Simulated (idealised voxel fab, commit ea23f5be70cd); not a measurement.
Documented hereafter: the process module known as voxel local oxidation.
The figure presents cross-section cut, which has a width of 185 nm and is divided into square cells with an edge length of 5 nm.
In what follows, cross-sections appear as grids of square cells, described through bands that run from the top down, where every band is one or more rows of cells. Quick guide to a band line: top height, bottom height (nm) up front; then every material left to right with its width in nm. Only one material and it's marked "throughout"? Then it fills the band edge to edge. And "air" just means empty space. Height 0 is the level under which the wafer as received is all one material. The lowest band goes on downwards, as in "0..down". A width given as "30..40" starts at the first number in the band's top row and ends at the second number in its bottom row, shifting by an equal amount at every step from row to row. Where the words "same as before" appear for a step, the cross-section shows no cell changed by that step; every cell remained as before. Heads up: "Sealed internal voids" only lists the empty pockets with no open path to the top that are 8 cells or more, and it writes them as width x height at distance, distance from the left edge, in nm. It should be noted that, on the line of a given step, the content following the step's settings is a remark produced by the simulator itself with respect to that step. "overlay nm" denotes, for a step that has a mask, the displacement of the mask to the right of its planned place, with negative values corresponding to the left.
# plan
step 1: op RECEIVE | material Si
step 2: op OXIDIZE | depth nm 5
step 3: op CONFORMAL_DEP | material SiN | thk nm 15
step 4: op PATTERN | tone cover | mask id ACTIVE | material resist | width nm 105 | thk nm 20 | overlay nm 0
step 5: op DIRECTIONAL_ETCH | etch materials SiN | depth nm 15
step 6: op STRIP | etch materials resist
step 7: op SELECTIVE_ETCH | etch materials SiO2 | depth nm 5
step 8: op OXIDIZE | depth nm 10
step 9: op STRIP | etch materials SiN
# Cross-section: wafer on arrival = after step 1
- 0..down = Si throughout
- Sealed internal voids: none
# Run as planned - first of the two wafers cross-sectioned at the end of the module
- 0..-5 = air: 45, SiO2: 95, air: 45
- -5..-15 = SiO2: 55, Si: 75, SiO2: 55
- -15..down = Si throughout
- Sealed internal voids: none
# Second wafer of the two, sectioned at the end of the module. It began like the first and followed the same plan, but one mistake was made while running it
- 15..0 = air: 40, SiN: 105, air: 40
- 0..-5 = air: 45, SiO2: 95, air: 45
- -5..-15 = SiO2: 55, Si: 75, SiO2: 55
- -15..down = Si throughout
- Sealed internal voids: none
Short version of what went wrong: no execution of plan step 9; skipped
Final comparison by cell count, materials where the second wafer has more or fewer than the first: 63 more of SiN
